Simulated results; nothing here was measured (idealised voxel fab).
Process module heading - voxel self aligned vias
This is section cut - it's 210 nm across, gridded in 5 nm square cells.
When this document writes out a cross-section, it uses a grid of square cells and lists it as bands, beginning at the top and moving down, with a band standing for one or more rows of cells.
First you get the band's top height and its bottom height, in nm, and then the materials it's made of, left to right, with each width in nm. If you see a single material with "everywhere", that one covers the band edge to edge. "air" is empty space.
Ref level 0: as-received wafer is one material below here. Bottom band extends down with no lower bound ("0 down").
With a width like "30..40", each row of cells in the band differs from the next by the same amount, the top row carrying the first number and the bottom row the second.
The cross-section has no changed cell in any step marked "no alterations made".
The label "Tabulated closed voids" introduces a list of the empty spaces, 8 cells or larger, that have no open way up to the top; each entry in it reads width x height at distance, where the distance is taken from the left edge and all three are stated in nm.
Post-settings text on a step line: simulator's own remark regarding the step.
What "overlay nm" on a step's line means: if the step has a mask, that mask lay this far to the right of its planned place, or, when the value is negative, to the left.

Process steps foreseen in the plan
1. RECEIVE with material Si
2. CONFORMAL_DEP with material SiO2, thk nm 10
3. CONFORMAL_DEP with material SiCN, thk nm 5
4. DIRECTIONAL_DEP with material lowk, thk nm 20
5. PATTERN with tone open, mask id LINES, material resist, width nm 30, pitch nm 55, thk nm 15, overlay nm 0
6. DIRECTIONAL_ETCH with etch materials lowk, depth nm 20
7. STRIP with etch materials resist
8. CONFORMAL_DEP with material TiN, thk nm 5
9. FILL_DEP with material Ru, thk nm 10
10. CMP with height nm 35
11. SELECTIVE_ETCH with etch materials W Ru TiN, depth nm 5
12. FILL_DEP with material SiN, thk nm 5
13. CMP with height nm 35
14. DIRECTIONAL_DEP with material lowk, thk nm 20
15. MASKED_ETCH with tone open, mask id VIAS, width nm 40, etch materials lowk, depth nm 20, overlay nm 0
16. MASKED_ETCH with tone open, mask id VIAS, width nm 40, etch materials SiN, depth nm 5, overlay nm 0
17. CONFORMAL_DEP with material TiN, thk nm 5
18. FILL_DEP with material W, thk nm 10
19. CMP with height nm 55
20. CONFORMAL_DEP with material SiN, thk nm 5

So, the first of our two wafers, run just as we planned it

Cross-section: wafer on arrival = after step 1
  0 down  Si everywhere
  Tabulated closed voids: none

Wafer section view after processing step 2
  10 to 0  SiO2 everywhere
  Beneath the level 0, the cross-section is identical to its previous state.

Wafer section view after processing step 3
  15 to 10  SiCN everywhere
  Beneath the level 10, the cross-section is identical to its previous state.

Wafer section view after processing step 4
  35 to 15  lowk everywhere
  Beneath the level 15, the cross-section is identical to its previous state.

Wafer section view after processing step 5
  50 to 35  resist 60 nm  air 30 nm  resist 25 nm  air 30 nm  resist 65 nm
  Beneath the level 35, the cross-section is identical to its previous state.

Wafer section view after processing step 6
  50 to 35  resist 60 nm  air 30 nm  resist 25 nm  air 30 nm  resist 65 nm
  35 to 15  lowk 60 nm  air 30 nm  lowk 25 nm  air 30 nm  lowk 65 nm
  Beneath the level 15, the cross-section is identical to its previous state.

Wafer section view after processing step 7
  35 to 15  lowk 60 nm  air 30 nm  lowk 25 nm  air 30 nm  lowk 65 nm
  Beneath the level 15, the cross-section is identical to its previous state.

Wafer section view after processing step 8
  40 to 35  TiN 65 nm  air 20 nm  TiN 35 nm  air 20 nm  TiN 70 nm
  35 to 20  lowk 60 nm  TiN 5 nm  air 20 nm  TiN 5 nm  lowk 25 nm  TiN 5 nm  air 20 nm  TiN 5 nm  lowk 65 nm
  20 to 15  lowk 60 nm  TiN 30 nm  lowk 25 nm  TiN 30 nm  lowk 65 nm
  Beneath the level 15, the cross-section is identical to its previous state.

Wafer section view after processing step 9
  50 to 40  Ru everywhere
  40 to 35  TiN 65 nm  Ru 20 nm  TiN 35 nm  Ru 20 nm  TiN 70 nm
  35 to 20  lowk 60 nm  TiN 5 nm  Ru 20 nm  TiN 5 nm  lowk 25 nm  TiN 5 nm  Ru 20 nm  TiN 5 nm  lowk 65 nm
  Beneath the level 20, the cross-section is identical to its previous state.

Wafer section view after processing step 10
  35 to 20  lowk 60 nm  TiN 5 nm  Ru 20 nm  TiN 5 nm  lowk 25 nm  TiN 5 nm  Ru 20 nm  TiN 5 nm  lowk 65 nm
  Beneath the level 20, the cross-section is identical to its previous state.

Wafer section view after processing step 11
  35 to 30  lowk 60 nm  air 30 nm  lowk 25 nm  air 30 nm  lowk 65 nm
  Beneath the level 30, the cross-section is identical to its previous state.

Wafer section view after processing step 12
  40 to 35  SiN everywhere
  35 to 30  lowk 60 nm  SiN 30 nm  lowk 25 nm  SiN 30 nm  lowk 65 nm
  Beneath the level 30, the cross-section is identical to its previous state.

Wafer section view after processing step 13
  35 to 30  lowk 60 nm  SiN 30 nm  lowk 25 nm  SiN 30 nm  lowk 65 nm
  Beneath the level 30, the cross-section is identical to its previous state.

Wafer section view after processing step 14
  55 to 35  lowk everywhere
  Beneath the level 35, the cross-section is identical to its previous state.

Wafer section view after processing step 15
  55 to 35  lowk 55 nm  air 40 nm  lowk 115 nm
  Beneath the level 35, the cross-section is identical to its previous state.

Wafer section view after processing step 16
  55 to 35  lowk 55 nm  air 40 nm  lowk 115 nm
  35 to 30  lowk 60 nm  air 30 nm  lowk 25 nm  SiN 30 nm  lowk 65 nm
  Beneath the level 30, the cross-section is identical to its previous state.

Wafer section view after processing step 17
  60 to 55  TiN 60 nm  air 30 nm  TiN 120 nm
  55 to 40  lowk 55 nm  TiN 5 nm  air 30 nm  TiN 5 nm  lowk 115 nm
  40 to 35  lowk 55 nm  TiN 10 nm  air 20 nm  TiN 10 nm  lowk 115 nm
  35 to 30  lowk 60 nm  TiN 30 nm  lowk 25 nm  SiN 30 nm  lowk 65 nm
  Beneath the level 30, the cross-section is identical to its previous state.

Wafer section view after processing step 18
  70 to 60  W everywhere
  60 to 55  TiN 60 nm  W 30 nm  TiN 120 nm
  55 to 40  lowk 55 nm  TiN 5 nm  W 30 nm  TiN 5 nm  lowk 115 nm
  40 to 35  lowk 55 nm  TiN 10 nm  W 20 nm  TiN 10 nm  lowk 115 nm
  Beneath the level 35, the cross-section is identical to its previous state.

Wafer section view after processing step 19
  55 to 40  lowk 55 nm  TiN 5 nm  W 30 nm  TiN 5 nm  lowk 115 nm
  Beneath the level 40, the cross-section is identical to its previous state.

Wafer section view after processing step 20
  60 to 55  SiN everywhere
  Beneath the level 55, the cross-section is identical to its previous state.

Companion wafer, the second of two: same beginning, same intended sequence, one mistake in carrying it out; through step 2 inclusive it tracks the first exactly

The second wafer in cross-section, at the planned close of step 3
  25 to 10  SiCN everywhere
  Beneath the level 10, the cross-section is identical to its previous state.

The second wafer in cross-section, at the planned close of step 4
  45 to 25  lowk everywhere
  Beneath the level 25, the cross-section is identical to its previous state.

The second wafer in cross-section, at the planned close of step 5
  60 to 45  resist 60 nm  air 30 nm  resist 25 nm  air 30 nm  resist 65 nm
  Beneath the level 45, the cross-section is identical to its previous state.

The second wafer in cross-section, at the planned close of step 6
  60 to 45  resist 60 nm  air 30 nm  resist 25 nm  air 30 nm  resist 65 nm
  45 to 25  lowk 60 nm  air 30 nm  lowk 25 nm  air 30 nm  lowk 65 nm
  Beneath the level 25, the cross-section is identical to its previous state.

The second wafer in cross-section, at the planned close of step 7
  45 to 25  lowk 60 nm  air 30 nm  lowk 25 nm  air 30 nm  lowk 65 nm
  Beneath the level 25, the cross-section is identical to its previous state.

The second wafer in cross-section, at the planned close of step 8
  50 to 45  TiN 65 nm  air 20 nm  TiN 35 nm  air 20 nm  TiN 70 nm
  45 to 30  lowk 60 nm  TiN 5 nm  air 20 nm  TiN 5 nm  lowk 25 nm  TiN 5 nm  air 20 nm  TiN 5 nm  lowk 65 nm
  30 to 25  lowk 60 nm  TiN 30 nm  lowk 25 nm  TiN 30 nm  lowk 65 nm
  Beneath the level 25, the cross-section is identical to its previous state.

The second wafer in cross-section, at the planned close of step 9
  60 to 50  Ru everywhere
  50 to 45  TiN 65 nm  Ru 20 nm  TiN 35 nm  Ru 20 nm  TiN 70 nm
  45 to 30  lowk 60 nm  TiN 5 nm  Ru 20 nm  TiN 5 nm  lowk 25 nm  TiN 5 nm  Ru 20 nm  TiN 5 nm  lowk 65 nm
  Beneath the level 30, the cross-section is identical to its previous state.

The second wafer in cross-section, at the planned close of step 10
  35 to 30  lowk 60 nm  TiN 5 nm  Ru 20 nm  TiN 5 nm  lowk 25 nm  TiN 5 nm  Ru 20 nm  TiN 5 nm  lowk 65 nm
  Beneath the level 30, the cross-section is identical to its previous state.

The second wafer in cross-section, at the planned close of step 11
  35 to 30  lowk 60 nm  air 30 nm  lowk 25 nm  air 30 nm  lowk 65 nm
  Beneath the level 30, the cross-section is identical to its previous state.

The second wafer in cross-section, at the planned close of step 12
  40 to 35  SiN everywhere
  35 to 30  lowk 60 nm  SiN 30 nm  lowk 25 nm  SiN 30 nm  lowk 65 nm
  Beneath the level 30, the cross-section is identical to its previous state.

The second wafer in cross-section, at the planned close of step 13
  35 to 30  lowk 60 nm  SiN 30 nm  lowk 25 nm  SiN 30 nm  lowk 65 nm
  Beneath the level 30, the cross-section is identical to its previous state.

The second wafer in cross-section, at the planned close of step 14
  55 to 35  lowk everywhere
  Beneath the level 35, the cross-section is identical to its previous state.

The second wafer in cross-section, at the planned close of step 15
  55 to 35  lowk 55 nm  air 40 nm  lowk 115 nm
  Beneath the level 35, the cross-section is identical to its previous state.

The second wafer in cross-section, at the planned close of step 16
  55 to 35  lowk 55 nm  air 40 nm  lowk 115 nm
  35 to 30  lowk 60 nm  air 30 nm  lowk 25 nm  SiN 30 nm  lowk 65 nm
  Beneath the level 30, the cross-section is identical to its previous state.

The second wafer in cross-section, at the planned close of step 17
  60 to 55  TiN 60 nm  air 30 nm  TiN 120 nm
  55 to 40  lowk 55 nm  TiN 5 nm  air 30 nm  TiN 5 nm  lowk 115 nm
  40 to 35  lowk 55 nm  TiN 10 nm  air 20 nm  TiN 10 nm  lowk 115 nm
  35 to 30  lowk 60 nm  TiN 30 nm  lowk 25 nm  SiN 30 nm  lowk 65 nm
  Beneath the level 30, the cross-section is identical to its previous state.

The second wafer in cross-section, at the planned close of step 18
  70 to 60  W everywhere
  60 to 55  TiN 60 nm  W 30 nm  TiN 120 nm
  55 to 40  lowk 55 nm  TiN 5 nm  W 30 nm  TiN 5 nm  lowk 115 nm
  40 to 35  lowk 55 nm  TiN 10 nm  W 20 nm  TiN 10 nm  lowk 115 nm
  Beneath the level 35, the cross-section is identical to its previous state.

The second wafer in cross-section, at the planned close of step 19
  55 to 40  lowk 55 nm  TiN 5 nm  W 30 nm  TiN 5 nm  lowk 115 nm
  Beneath the level 40, the cross-section is identical to its previous state.

The second wafer in cross-section, at the planned close of step 20
  60 to 55  SiN everywhere
  Beneath the level 55, the cross-section is identical to its previous state.
Plan not followed: it should be noted that step 3 was executed with settings other than those planned, the operation and settings actually applied being CONFORMAL_DEP with material SiCN, thk nm 15
At the finish, the second wafer shows more or fewer cells for some materials than the first does: -16 Ru, +84 SiCN, -8 TiN, -60 lowk
